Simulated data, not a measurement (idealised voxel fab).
process module | voxel transistor to metal
cross-section cut | 300 nm wide | cells 5 nm
A cross-section is a grid of square cells, given in bands from the top down. A band is one or more rows of cells.
Each band's line starts with the height of the band's top and of its bottom, in nm. Then come its materials from left to right, each with its width in nm. One material with "throughout" fills the band from edge to edge. "air" is empty space.
Height 0 is the level under which the wafer as received is all one material. The lowest band goes on downwards, as in "0 down".
A width such as "30 to 40" changes by the same amount from each row of cells to the next, from the band's top row to its bottom row.
"no change" after a step means that no cell of the cross-section changed.
closed voids: empty space of 8 cells or more with no open way to the top, each as width x height at its distance from the left edge, in nm
after a step's settings: what the simulator itself notes on the step
overlay nm, on a step with a mask: how far to the right of its planned place the mask lay; to the left if negative
plan
1 op RECEIVE | material Si
2 op OXIDIZE | depth nm 5
3 op CONFORMAL_DEP | material SiN | thk nm 10
4 op PATTERN | tone cover | mask id ACTIVE | material resist | width nm 110 | pitch nm 140 | thk nm 20 | overlay nm 0
5 op DIRECTIONAL_ETCH | etch materials SiN | depth nm 10
6 op DIRECTIONAL_ETCH | etch materials SiO2 | depth nm 5
7 op DIRECTIONAL_ETCH | etch materials Si | depth nm 20
8 op STRIP | etch materials resist
9 op FILL_DEP | material SiO2 | thk nm 10
10 op CMP | height nm 10
11 op SELECTIVE_ETCH | etch materials SiO2 | depth nm 5
12 op STRIP | etch materials SiN
13 op SELECTIVE_ETCH | etch materials SiO2 | depth nm 5
14 op OXIDIZE | depth nm 5
15 op DIRECTIONAL_DEP | material polySi | thk nm 25
16 op DIRECTIONAL_DEP | material SiCN | thk nm 10
17 op MASKED_ETCH | tone cover | mask id GATE | width nm 20 | pitch nm 140 | etch materials SiCN | depth nm 20 | overlay nm 0
18 op MASKED_ETCH | tone cover | mask id GATE | width nm 20 | pitch nm 140 | etch materials polySi | depth nm 35 | overlay nm 0
19 op CONFORMAL_DEP | material SiN | thk nm 5
20 op DIRECTIONAL_ETCH | etch materials SiN | depth nm 5
21 op DIRECTIONAL_ETCH | etch materials SiO2 | depth nm 5
22 op DIRECTIONAL_ETCH | etch materials Si | depth nm 15
23 op EPI | material SiGe | thk nm 15
24 op FILL_DEP | material SiO2 | thk nm 5
25 op CMP | height nm 30
26 op DIRECTIONAL_DEP | material SiO2 | thk nm 15
27 op MASKED_ETCH | tone open | mask id CONTACT | width nm 35 | etch materials SiO2 | depth nm 55 | overlay nm 0
28 op CONFORMAL_DEP | material TiN | thk nm 5
29 op FILL_DEP | material W | thk nm 5
30 op CMP | height nm 45
31 op CONFORMAL_DEP | material SiN | thk nm 5
32 op DIRECTIONAL_DEP | material lowk | thk nm 25
33 op MASKED_ETCH | tone open | mask id METAL_1 | width nm 20 | etch materials lowk | depth nm 25 | overlay nm 0
34 op MASKED_ETCH | tone open | mask id METAL_1 | width nm 20 | etch materials SiN | depth nm 5 | overlay nm 0
35 op CONFORMAL_DEP | material TiN | thk nm 5
36 op FILL_DEP | material Ru | thk nm 5
37 op CMP | height nm 75
38 op EPI | material Ru | thk nm 5
39 op FILL_DEP | material SiCN | thk nm 5
40 op DIRECTIONAL_DEP | material SiO2 | thk nm 35
41 op DIRECTIONAL_DEP | material aC | thk nm 10
42 op PATTERN | tone open | mask id METAL_2 | material resist | width nm 20 | pitch nm 140 | thk nm 30 | overlay nm 0
43 op DIRECTIONAL_ETCH | etch materials aC | depth nm 10
44 op STRIP | etch materials resist
45 op DIRECTIONAL_ETCH | etch materials SiO2 | depth nm 20
46 op STRIP | etch materials aC
47 op PATTERN | tone open | mask id METAL_2_HOLES | material resist | width nm 15 | pitch nm 140 | thk nm 20 | overlay nm 0
48 op DIRECTIONAL_ETCH | etch materials SiO2 | depth nm 15
49 op DIRECTIONAL_ETCH | etch materials SiCN | depth nm 5
50 op STRIP | etch materials resist
51 op CONFORMAL_DEP | material TiN | thk nm 5
52 op FILL_DEP | material Ru | thk nm 5
53 op CMP | height nm 120
54 op CONFORMAL_DEP | material SiCN | thk nm 5
first wafer, as planned
as received, after step 1
  0 down: Si throughout
  closed voids: none
after step 2
  0 to -5: SiO2 throughout
  below -5: unchanged
after step 3
  10 to 0: SiN throughout
  below 0: unchanged
after step 4
  30 to 10: air 25 | resist 110 | air 30 | resist 110 | air 25
  below 10: unchanged
after step 5
  30 to 10: air 25 | resist 110 | air 30 | resist 110 | air 25
  10 to 0: air 25 | SiN 110 | air 30 | SiN 110 | air 25
  below 0: unchanged
after step 6
  30 to 10: air 25 | resist 110 | air 30 | resist 110 | air 25
  10 to 0: air 25 | SiN 110 | air 30 | SiN 110 | air 25
  0 to -5: air 25 | SiO2 110 | air 30 | SiO2 110 | air 25
  below -5: unchanged
after step 7
  30 to 10: air 25 | resist 110 | air 30 | resist 110 | air 25
  10 to 0: air 25 | SiN 110 | air 30 | SiN 110 | air 25
  0 to -5: air 25 | SiO2 110 | air 30 | SiO2 110 | air 25
  -5 to -25: air 25 | Si 110 | air 30 | Si 110 | air 25
  below -25: unchanged
after step 8
  10 to 0: air 25 | SiN 110 | air 30 | SiN 110 | air 25
  below 0: unchanged
after step 9
  20 to 10: SiO2 throughout
  10 to 0: SiO2 25 | SiN 110 | SiO2 30 | SiN 110 | SiO2 25
  0 to -5: SiO2 throughout
  -5 to -25: SiO2 25 | Si 110 | SiO2 30 | Si 110 | SiO2 25
  below -25: unchanged
after step 10
  10 to 0: SiO2 25 | SiN 110 | SiO2 30 | SiN 110 | SiO2 25
  below 0: unchanged
after step 11
  10 to 5: air 25 | SiN 110 | air 30 | SiN 110 | air 25
  below 5: unchanged
after step 12
  5 to 0: SiO2 25 | air 110 | SiO2 30 | air 110 | SiO2 25
  below 0: unchanged
after step 13
  0 to -5: SiO2 20 | air 120 | SiO2 20 | air 120 | SiO2 20
  below -5: unchanged
after step 14
  0 to -5: SiO2 20 | air 120 | SiO2 20 | air 120 | SiO2 20
  -5 to -10: SiO2 throughout
  below -10: unchanged
after step 15
  25 to 20: polySi 20 | air 120 | polySi 20 | air 120 | polySi 20
  20 to 0: polySi throughout
  0 to -5: SiO2 20 | polySi 120 | SiO2 20 | polySi 120 | SiO2 20
  below -5: unchanged
after step 16
  35 to 30: SiCN 20 | air 120 | SiCN 20 | air 120 | SiCN 20
  30 to 25: SiCN throughout
  25 to 20: polySi 20 | SiCN 120 | polySi 20 | SiCN 120 | polySi 20
  below 20: unchanged
after step 17
  30 to 25: air 70 | SiCN 20 | air 120 | SiCN 20 | air 70
  25 to 20: polySi 20 | air 50 | SiCN 20 | air 50 | polySi 20 | air 50 | SiCN 20 | air 50 | polySi 20
  below 20: unchanged
after step 18
  30 to 20: air 70 | SiCN 20 | air 120 | SiCN 20 | air 70
  20 to 0: air 70 | polySi 20 | air 120 | polySi 20 | air 70
  0 to -5: SiO2 20 | air 50 | polySi 20 | air 50 | SiO2 20 | air 50 | polySi 20 | air 50 | SiO2 20
  below -5: unchanged
after step 19
  35 to 30: air 65 | SiN 30 | air 110 | SiN 30 | air 65
  30 to 20: air 65 | SiN 5 | SiCN 20 | SiN 5 | air 110 | SiN 5 | SiCN 20 | SiN 5 | air 65
  20 to 5: air 65 | SiN 5 | polySi 20 | SiN 5 | air 110 | SiN 5 | polySi 20 | SiN 5 | air 65
  5 to 0: SiN 25 | air 40 | SiN 5 | polySi 20 | SiN 5 | air 40 | SiN 30 | air 40 | SiN 5 | polySi 20 | SiN 5 | air 40 | SiN 25
  0 to -5: SiO2 20 | SiN 50 | polySi 20 | SiN 50 | SiO2 20 | SiN 50 | polySi 20 | SiN 50 | SiO2 20
  below -5: unchanged
after step 20
  30 to 20: air 65 | SiN 5 | SiCN 20 | SiN 5 | air 110 | SiN 5 | SiCN 20 | SiN 5 | air 65
  20 to 0: air 65 | SiN 5 | polySi 20 | SiN 5 | air 110 | SiN 5 | polySi 20 | SiN 5 | air 65
  0 to -5: SiO2 20 | SiN 5 | air 40 | SiN 5 | polySi 20 | SiN 5 | air 40 | SiN 5 | SiO2 20 | SiN 5 | air 40 | SiN 5 | polySi 20 | SiN 5 | air 40 | SiN 5 | SiO2 20
  below -5: unchanged
after step 21
  30 to 20: air 65 | SiN 5 | SiCN 20 | SiN 5 | air 110 | SiN 5 | SiCN 20 | SiN 5 | air 65
  20 to 0: air 65 | SiN 5 | polySi 20 | SiN 5 | air 110 | SiN 5 | polySi 20 | SiN 5 | air 65
  0 to -5: air 20 | SiN 5 | air 40 | SiN 5 | polySi 20 | SiN 5 | air 40 | SiN 5 | air 20 | SiN 5 | air 40 | SiN 5 | polySi 20 | SiN 5 | air 40 | SiN 5 | air 20
  -5 to -10: SiO2 25 | air 40 | SiO2 30 | air 40 | SiO2 30 | air 40 | SiO2 30 | air 40 | SiO2 25
  below -10: unchanged
after step 22
  30 to 20: air 65 | SiN 5 | SiCN 20 | SiN 5 | air 110 | SiN 5 | SiCN 20 | SiN 5 | air 65
  20 to 0: air 65 | SiN 5 | polySi 20 | SiN 5 | air 110 | SiN 5 | polySi 20 | SiN 5 | air 65
  0 to -5: air 20 | SiN 5 | air 40 | SiN 5 | polySi 20 | SiN 5 | air 40 | SiN 5 | air 20 | SiN 5 | air 40 | SiN 5 | polySi 20 | SiN 5 | air 40 | SiN 5 | air 20
  -5 to -10: SiO2 25 | air 40 | SiO2 30 | air 40 | SiO2 30 | air 40 | SiO2 30 | air 40 | SiO2 25
  -10 to -25: SiO2 25 | air 40 | Si 30 | air 40 | SiO2 30 | air 40 | Si 30 | air 40 | SiO2 25
  below -25: unchanged
after step 23
  30 to 20: air 65 | SiN 5 | SiCN 20 | SiN 5 | air 110 | SiN 5 | SiCN 20 | SiN 5 | air 65
  20 to 5: air 65 | SiN 5 | polySi 20 | SiN 5 | air 110 | SiN 5 | polySi 20 | SiN 5 | air 65
  5 to 0: air 50 | SiGe 15 | SiN 5 | polySi 20 | SiN 5 | SiGe 15 | air 80 | SiGe 15 | SiN 5 | polySi 20 | SiN 5 | SiGe 15 | air 50
  0 to -5: air 20 | SiN 5 | air 25 | SiGe 15 | SiN 5 | polySi 20 | SiN 5 | SiGe 15 | air 25 | SiN 5 | air 20 | SiN 5 | air 25 | SiGe 15 | SiN 5 | polySi 20 | SiN 5 | SiGe 15 | air 25 | SiN 5 | air 20
  -5 to -10: SiO2 25 | air 25 | SiGe 15 | SiO2 30 | SiGe 15 | air 25 | SiO2 30 | air 25 | SiGe 15 | SiO2 30 | SiGe 15 | air 25 | SiO2 25
  -10 to -25: SiO2 25 | SiGe 40 | Si 30 | SiGe 40 | SiO2 30 | SiGe 40 | Si 30 | SiGe 40 | SiO2 25
  below -25: unchanged
after step 24
  35 to 30: SiO2 throughout
  30 to 20: SiO2 65 | SiN 5 | SiCN 20 | SiN 5 | SiO2 110 | SiN 5 | SiCN 20 | SiN 5 | SiO2 65
  20 to 5: SiO2 65 | SiN 5 | polySi 20 | SiN 5 | SiO2 110 | SiN 5 | polySi 20 | SiN 5 | SiO2 65
  5 to 0: SiO2 50 | SiGe 15 | SiN 5 | polySi 20 | SiN 5 | SiGe 15 | SiO2 80 | SiGe 15 | SiN 5 | polySi 20 | SiN 5 | SiGe 15 | SiO2 50
  0 to -5: SiO2 20 | SiN 5 | SiO2 25 | SiGe 15 | SiN 5 | polySi 20 | SiN 5 | SiGe 15 | SiO2 25 | SiN 5 | SiO2 20 | SiN 5 | SiO2 25 | SiGe 15 | SiN 5 | polySi 20 | SiN 5 | SiGe 15 | SiO2 25 | SiN 5 | SiO2 20
  -5 to -10: SiO2 50 | SiGe 15 | SiO2 30 | SiGe 15 | SiO2 80 | SiGe 15 | SiO2 30 | SiGe 15 | SiO2 50
  below -10: unchanged
after step 25
  30 to 20: SiO2 65 | SiN 5 | SiCN 20 | SiN 5 | SiO2 110 | SiN 5 | SiCN 20 | SiN 5 | SiO2 65
  below 20: unchanged
after step 26
  45 to 30: SiO2 throughout
  below 30: unchanged
after step 27
  45 to 30: SiO2 30 | air 35 | SiO2 30 | air 35 | SiO2 40 | air 35 | SiO2 30 | air 35 | SiO2 30
  30 to 20: SiO2 30 | air 35 | SiN 5 | SiCN 20 | SiN 5 | air 35 | SiO2 40 | air 35 | SiN 5 | SiCN 20 | SiN 5 | air 35 | SiO2 30
  20 to 5: SiO2 30 | air 35 | SiN 5 | polySi 20 | SiN 5 | air 35 | SiO2 40 | air 35 | SiN 5 | polySi 20 | SiN 5 | air 35 | SiO2 30
  5 to 0: SiO2 30 | air 20 | SiGe 15 | SiN 5 | polySi 20 | SiN 5 | SiGe 15 | air 20 | SiO2 40 | air 20 | SiGe 15 | SiN 5 | polySi 20 | SiN 5 | SiGe 15 | air 20 | SiO2 30
  0 to -5: SiO2 20 | SiN 5 | SiO2 5 | air 20 | SiGe 15 | SiN 5 | polySi 20 | SiN 5 | SiGe 15 | air 20 | SiO2 5 | SiN 5 | SiO2 20 | SiN 5 | SiO2 5 | air 20 | SiGe 15 | SiN 5 | polySi 20 | SiN 5 | SiGe 15 | air 20 | SiO2 5 | SiN 5 | SiO2 20
  -5 to -10: SiO2 30 | air 20 | SiGe 15 | SiO2 30 | SiGe 15 | air 20 | SiO2 40 | air 20 | SiGe 15 | SiO2 30 | SiGe 15 | air 20 | SiO2 30
  below -10: unchanged
after step 28
  50 to 45: TiN 35 | air 25 | TiN 40 | air 25 | TiN 50 | air 25 | TiN 40 | air 25 | TiN 35
  45 to 30: SiO2 30 | TiN 5 | air 25 | TiN 5 | SiO2 30 | TiN 5 | air 25 | TiN 5 | SiO2 40 | TiN 5 | air 25 | TiN 5 | SiO2 30 | TiN 5 | air 25 | TiN 5 | SiO2 30
  30 to 20: SiO2 30 | TiN 5 | air 25 | TiN 5 | SiN 5 | SiCN 20 | SiN 5 | TiN 5 | air 25 | TiN 5 | SiO2 40 | TiN 5 | air 25 | TiN 5 | SiN 5 | SiCN 20 | SiN 5 | TiN 5 | air 25 | TiN 5 | SiO2 30
  20 to 10: SiO2 30 | TiN 5 | air 25 | TiN 5 | SiN 5 | polySi 20 | SiN 5 | TiN 5 | air 25 | TiN 5 | SiO2 40 | TiN 5 | air 25 | TiN 5 | SiN 5 | polySi 20 | SiN 5 | TiN 5 | air 25 | TiN 5 | SiO2 30
  10 to 5: SiO2 30 | TiN 5 | air 10 | TiN 20 | SiN 5 | polySi 20 | SiN 5 | TiN 20 | air 10 | TiN 5 | SiO2 40 | TiN 5 | air 10 | TiN 20 | SiN 5 | polySi 20 | SiN 5 | TiN 20 | air 10 | TiN 5 | SiO2 30
  5 to 0: SiO2 30 | TiN 5 | air 10 | TiN 5 | SiGe 15 | SiN 5 | polySi 20 | SiN 5 | SiGe 15 | TiN 5 | air 10 | TiN 5 | SiO2 40 | TiN 5 | air 10 | TiN 5 | SiGe 15 | SiN 5 | polySi 20 | SiN 5 | SiGe 15 | TiN 5 | air 10 | TiN 5 | SiO2 30
  0 to -5: SiO2 20 | SiN 5 | SiO2 5 | TiN 5 | air 10 | TiN 5 | SiGe 15 | SiN 5 | polySi 20 | SiN 5 | SiGe 15 | TiN 5 | air 10 | TiN 5 | SiO2 5 | SiN 5 | SiO2 20 | SiN 5 | SiO2 5 | TiN 5 | air 10 | TiN 5 | SiGe 15 | SiN 5 | polySi 20 | SiN 5 | SiGe 15 | TiN 5 | air 10 | TiN 5 | SiO2 5 | SiN 5 | SiO2 20
  -5 to -10: SiO2 30 | TiN 20 | SiGe 15 | SiO2 30 | SiGe 15 | TiN 20 | SiO2 40 | TiN 20 | SiGe 15 | SiO2 30 | SiGe 15 | TiN 20 | SiO2 30
  below -10: unchanged
after step 29
  55 to 50: W throughout
  50 to 45: TiN 35 | W 25 | TiN 40 | W 25 | TiN 50 | W 25 | TiN 40 | W 25 | TiN 35
  45 to 30: SiO2 30 | TiN 5 | W 25 | TiN 5 | SiO2 30 | TiN 5 | W 25 | TiN 5 | SiO2 40 | TiN 5 | W 25 | TiN 5 | SiO2 30 | TiN 5 | W 25 | TiN 5 | SiO2 30
  30 to 20: SiO2 30 | TiN 5 | W 25 | TiN 5 | SiN 5 | SiCN 20 | SiN 5 | TiN 5 | W 25 | TiN 5 | SiO2 40 | TiN 5 | W 25 | TiN 5 | SiN 5 | SiCN 20 | SiN 5 | TiN 5 | W 25 | TiN 5 | SiO2 30
  20 to 10: SiO2 30 | TiN 5 | W 25 | TiN 5 | SiN 5 | polySi 20 | SiN 5 | TiN 5 | W 25 | TiN 5 | SiO2 40 | TiN 5 | W 25 | TiN 5 | SiN 5 | polySi 20 | SiN 5 | TiN 5 | W 25 | TiN 5 | SiO2 30
  10 to 5: SiO2 30 | TiN 5 | W 10 | TiN 20 | SiN 5 | polySi 20 | SiN 5 | TiN 20 | W 10 | TiN 5 | SiO2 40 | TiN 5 | W 10 | TiN 20 | SiN 5 | polySi 20 | SiN 5 | TiN 20 | W 10 | TiN 5 | SiO2 30
  5 to 0: SiO2 30 | TiN 5 | W 10 | TiN 5 | SiGe 15 | SiN 5 | polySi 20 | SiN 5 | SiGe 15 | TiN 5 | W 10 | TiN 5 | SiO2 40 | TiN 5 | W 10 | TiN 5 | SiGe 15 | SiN 5 | polySi 20 | SiN 5 | SiGe 15 | TiN 5 | W 10 | TiN 5 | SiO2 30
  0 to -5: SiO2 20 | SiN 5 | SiO2 5 | TiN 5 | W 10 | TiN 5 | SiGe 15 | SiN 5 | polySi 20 | SiN 5 | SiGe 15 | TiN 5 | W 10 | TiN 5 | SiO2 5 | SiN 5 | SiO2 20 | SiN 5 | SiO2 5 | TiN 5 | W 10 | TiN 5 | SiGe 15 | SiN 5 | polySi 20 | SiN 5 | SiGe 15 | TiN 5 | W 10 | TiN 5 | SiO2 5 | SiN 5 | SiO2 20
  below -5: unchanged
after step 30
  45 to 30: SiO2 30 | TiN 5 | W 25 | TiN 5 | SiO2 30 | TiN 5 | W 25 | TiN 5 | SiO2 40 | TiN 5 | W 25 | TiN 5 | SiO2 30 | TiN 5 | W 25 | TiN 5 | SiO2 30
  below 30: unchanged
after step 31
  50 to 45: SiN throughout
  below 45: unchanged
after step 32
  75 to 50: lowk throughout
  below 50: unchanged
after step 33
  75 to 50: lowk 30 | air 20 | lowk 60 | air 20 | lowk 40 | air 20 | lowk 60 | air 20 | lowk 30
  below 50: unchanged
after step 34
  75 to 50: lowk 30 | air 20 | lowk 60 | air 20 | lowk 40 | air 20 | lowk 60 | air 20 | lowk 30
  50 to 45: SiN 30 | air 20 | SiN 60 | air 20 | SiN 40 | air 20 | SiN 60 | air 20 | SiN 30
  below 45: unchanged
after step 35
  80 to 75: TiN 35 | air 10 | TiN 70 | air 10 | TiN 50 | air 10 | TiN 70 | air 10 | TiN 35
  75 to 50: lowk 30 | TiN 5 | air 10 | TiN 5 | lowk 60 | TiN 5 | air 10 | TiN 5 | lowk 40 | TiN 5 | air 10 | TiN 5 | lowk 60 | TiN 5 | air 10 | TiN 5 | lowk 30
  50 to 45: SiN 30 | TiN 20 | SiN 60 | TiN 20 | SiN 40 | TiN 20 | SiN 60 | TiN 20 | SiN 30
  below 45: unchanged
after step 36
  85 to 80: Ru throughout
  80 to 75: TiN 35 | Ru 10 | TiN 70 | Ru 10 | TiN 50 | Ru 10 | TiN 70 | Ru 10 | TiN 35
  75 to 50: lowk 30 | TiN 5 | Ru 10 | TiN 5 | lowk 60 | TiN 5 | Ru 10 | TiN 5 | lowk 40 | TiN 5 | Ru 10 | TiN 5 | lowk 60 | TiN 5 | Ru 10 | TiN 5 | lowk 30
  below 50: unchanged
after step 37
  75 to 50: lowk 30 | TiN 5 | Ru 10 | TiN 5 | lowk 60 | TiN 5 | Ru 10 | TiN 5 | lowk 40 | TiN 5 | Ru 10 | TiN 5 | lowk 60 | TiN 5 | Ru 10 | TiN 5 | lowk 30
  below 50: unchanged
after step 38
  80 to 75: air 25 | Ru 30 | air 50 | Ru 30 | air 30 | Ru 30 | air 50 | Ru 30 | air 25
  below 75: unchanged
after step 39
  85 to 80: SiCN throughout
  80 to 75: SiCN 25 | Ru 30 | SiCN 50 | Ru 30 | SiCN 30 | Ru 30 | SiCN 50 | Ru 30 | SiCN 25
  below 75: unchanged
after step 40
  120 to 85: SiO2 throughout
  below 85: unchanged
after step 41
  130 to 120: aC throughout
  below 120: unchanged
after step 42
  160 to 130: resist 30 | air 20 | resist 120 | air 20 | resist 110
  below 130: unchanged
after step 43
  150 to 130: resist 30 | air 20 | resist 120 | air 20 | resist 110
  130 to 120: aC 30 | air 20 | aC 120 | air 20 | aC 110
  below 120: unchanged
after step 44
  130 to 120: aC 30 | air 20 | aC 120 | air 20 | aC 110
  below 120: unchanged
after step 45
  130 to 120: aC 30 | air 20 | aC 120 | air 20 | aC 110
  120 to 100: SiO2 30 | air 20 | SiO2 120 | air 20 | SiO2 110
  below 100: unchanged
after step 46
  120 to 100: SiO2 30 | air 20 | SiO2 120 | air 20 | SiO2 110
  below 100: unchanged
after step 47
  140 to 120: resist 30 | air 15 | resist 125 | air 15 | resist 115
  120 to 100: SiO2 30 | air 15 | resist 5 | SiO2 120 | air 15 | resist 5 | SiO2 110
  below 100: unchanged
after step 48
  140 to 120: resist 30 | air 15 | resist 125 | air 15 | resist 115
  120 to 100: SiO2 30 | air 15 | resist 5 | SiO2 120 | air 15 | resist 5 | SiO2 110
  100 to 85: SiO2 30 | air 15 | SiO2 125 | air 15 | SiO2 115
  below 85: unchanged
after step 49
  140 to 120: resist 30 | air 15 | resist 125 | air 15 | resist 115
  120 to 100: SiO2 30 | air 15 | resist 5 | SiO2 120 | air 15 | resist 5 | SiO2 110
  100 to 85: SiO2 30 | air 15 | SiO2 125 | air 15 | SiO2 115
  85 to 80: SiCN 30 | air 15 | SiCN 125 | air 15 | SiCN 115
  below 80: unchanged
after step 50
  120 to 100: SiO2 30 | air 20 | SiO2 120 | air 20 | SiO2 110
  below 100: unchanged
after step 51
  125 to 120: TiN 35 | air 10 | TiN 130 | air 10 | TiN 115
  120 to 105: SiO2 30 | TiN 5 | air 10 | TiN 5 | SiO2 120 | TiN 5 | air 10 | TiN 5 | SiO2 110
  105 to 100: SiO2 30 | TiN 5 | air 5 | TiN 10 | SiO2 120 | TiN 5 | air 5 | TiN 10 | SiO2 110
  100 to 85: SiO2 30 | TiN 5 | air 5 | TiN 5 | SiO2 125 | TiN 5 | air 5 | TiN 5 | SiO2 115
  85 to 80: SiCN 30 | TiN 15 | SiCN 125 | TiN 15 | SiCN 115
  below 80: unchanged
after step 52
  130 to 125: Ru throughout
  125 to 120: TiN 35 | Ru 10 | TiN 130 | Ru 10 | TiN 115
  120 to 105: SiO2 30 | TiN 5 | Ru 10 | TiN 5 | SiO2 120 | TiN 5 | Ru 10 | TiN 5 | SiO2 110
  105 to 100: SiO2 30 | TiN 5 | Ru 5 | TiN 10 | SiO2 120 | TiN 5 | Ru 5 | TiN 10 | SiO2 110
  100 to 85: SiO2 30 | TiN 5 | Ru 5 | TiN 5 | SiO2 125 | TiN 5 | Ru 5 | TiN 5 | SiO2 115
  below 85: unchanged
after step 53
  120 to 105: SiO2 30 | TiN 5 | Ru 10 | TiN 5 | SiO2 120 | TiN 5 | Ru 10 | TiN 5 | SiO2 110
  below 105: unchanged
after step 54
  125 to 120: SiCN throughout
  below 120: unchanged
second wafer: like start, like plan, one mistake. Through step 32 it matches the first wafer
when step 33 should have ended
  75 to 50: lowk 35 | air 15 | lowk 65 | air 15 | lowk 45 | air 15 | lowk 65 | air 15 | lowk 30
  below 50: unchanged
when step 34 should have ended
  75 to 50: lowk 35 | air 15 | lowk 65 | air 15 | lowk 45 | air 15 | lowk 65 | air 15 | lowk 30
  50 to 45: SiN 35 | air 15 | SiN 65 | air 15 | SiN 45 | air 15 | SiN 65 | air 15 | SiN 30
  below 45: unchanged
when step 35 should have ended
  80 to 75: TiN 40 | air 5 | TiN 75 | air 5 | TiN 55 | air 5 | TiN 75 | air 5 | TiN 35
  75 to 50: lowk 35 | TiN 5 | air 5 | TiN 5 | lowk 65 | TiN 5 | air 5 | TiN 5 | lowk 45 | TiN 5 | air 5 | TiN 5 | lowk 65 | TiN 5 | air 5 | TiN 5 | lowk 30
  50 to 45: SiN 35 | TiN 15 | SiN 65 | TiN 15 | SiN 45 | TiN 15 | SiN 65 | TiN 15 | SiN 30
  below 45: unchanged
when step 36 should have ended
  85 to 80: Ru throughout
  80 to 75: TiN 40 | Ru 5 | TiN 75 | Ru 5 | TiN 55 | Ru 5 | TiN 75 | Ru 5 | TiN 35
  75 to 50: lowk 35 | TiN 5 | Ru 5 | TiN 5 | lowk 65 | TiN 5 | Ru 5 | TiN 5 | lowk 45 | TiN 5 | Ru 5 | TiN 5 | lowk 65 | TiN 5 | Ru 5 | TiN 5 | lowk 30
  below 50: unchanged
when step 37 should have ended
  75 to 50: lowk 35 | TiN 5 | Ru 5 | TiN 5 | lowk 65 | TiN 5 | Ru 5 | TiN 5 | lowk 45 | TiN 5 | Ru 5 | TiN 5 | lowk 65 | TiN 5 | Ru 5 | TiN 5 | lowk 30
  below 50: unchanged
when step 38 should have ended
  80 to 75: air 30 | Ru 25 | air 55 | Ru 25 | air 35 | Ru 25 | air 55 | Ru 25 | air 25
  below 75: unchanged
when step 39 should have ended
  85 to 80: SiCN throughout
  80 to 75: SiCN 30 | Ru 25 | SiCN 55 | Ru 25 | SiCN 35 | Ru 25 | SiCN 55 | Ru 25 | SiCN 25
  below 75: unchanged
when step 40 should have ended
  120 to 85: SiO2 throughout
  below 85: unchanged
when step 41 should have ended
  130 to 120: aC throughout
  below 120: unchanged
when step 42 should have ended
  160 to 130: resist 30 | air 20 | resist 120 | air 20 | resist 110
  below 130: unchanged
when step 43 should have ended
  150 to 130: resist 30 | air 20 | resist 120 | air 20 | resist 110
  130 to 120: aC 30 | air 20 | aC 120 | air 20 | aC 110
  below 120: unchanged
when step 44 should have ended
  130 to 120: aC 30 | air 20 | aC 120 | air 20 | aC 110
  below 120: unchanged
when step 45 should have ended
  130 to 120: aC 30 | air 20 | aC 120 | air 20 | aC 110
  120 to 100: SiO2 30 | air 20 | SiO2 120 | air 20 | SiO2 110
  below 100: unchanged
when step 46 should have ended
  120 to 100: SiO2 30 | air 20 | SiO2 120 | air 20 | SiO2 110
  below 100: unchanged
when step 47 should have ended
  140 to 120: resist 30 | air 15 | resist 125 | air 15 | resist 115
  120 to 100: SiO2 30 | air 15 | resist 5 | SiO2 120 | air 15 | resist 5 | SiO2 110
  below 100: unchanged
when step 48 should have ended
  140 to 120: resist 30 | air 15 | resist 125 | air 15 | resist 115
  120 to 100: SiO2 30 | air 15 | resist 5 | SiO2 120 | air 15 | resist 5 | SiO2 110
  100 to 85: SiO2 30 | air 15 | SiO2 125 | air 15 | SiO2 115
  below 85: unchanged
when step 49 should have ended
  140 to 120: resist 30 | air 15 | resist 125 | air 15 | resist 115
  120 to 100: SiO2 30 | air 15 | resist 5 | SiO2 120 | air 15 | resist 5 | SiO2 110
  100 to 85: SiO2 30 | air 15 | SiO2 125 | air 15 | SiO2 115
  85 to 80: SiCN 30 | air 15 | SiCN 125 | air 15 | SiCN 115
  below 80: unchanged
when step 50 should have ended
  120 to 100: SiO2 30 | air 20 | SiO2 120 | air 20 | SiO2 110
  below 100: unchanged
when step 51 should have ended
  125 to 120: TiN 35 | air 10 | TiN 130 | air 10 | TiN 115
  120 to 105: SiO2 30 | TiN 5 | air 10 | TiN 5 | SiO2 120 | TiN 5 | air 10 | TiN 5 | SiO2 110
  105 to 100: SiO2 30 | TiN 5 | air 5 | TiN 10 | SiO2 120 | TiN 5 | air 5 | TiN 10 | SiO2 110
  100 to 85: SiO2 30 | TiN 5 | air 5 | TiN 5 | SiO2 125 | TiN 5 | air 5 | TiN 5 | SiO2 115
  85 to 80: SiCN 30 | TiN 15 | SiCN 125 | TiN 15 | SiCN 115
  below 80: unchanged
when step 52 should have ended
  130 to 125: Ru throughout
  125 to 120: TiN 35 | Ru 10 | TiN 130 | Ru 10 | TiN 115
  120 to 105: SiO2 30 | TiN 5 | Ru 10 | TiN 5 | SiO2 120 | TiN 5 | Ru 10 | TiN 5 | SiO2 110
  105 to 100: SiO2 30 | TiN 5 | Ru 5 | TiN 10 | SiO2 120 | TiN 5 | Ru 5 | TiN 10 | SiO2 110
  100 to 85: SiO2 30 | TiN 5 | Ru 5 | TiN 5 | SiO2 125 | TiN 5 | Ru 5 | TiN 5 | SiO2 115
  below 85: unchanged
when step 53 should have ended
  120 to 105: SiO2 30 | TiN 5 | Ru 10 | TiN 5 | SiO2 120 | TiN 5 | Ru 10 | TiN 5 | SiO2 110
  below 105: unchanged
when step 54 should have ended
  125 to 120: SiCN throughout
  below 120: unchanged
what went wrong: step 33 ran as: op MASKED_ETCH | tone open | mask id METAL_1 | width nm 15 | etch materials lowk | depth nm 25 | overlay nm 0
at the end the second wafer has, in cells: 24 fewer of Ru | 4 more of SiCN | 4 more of SiN | 4 fewer of TiN | 20 more of lowk
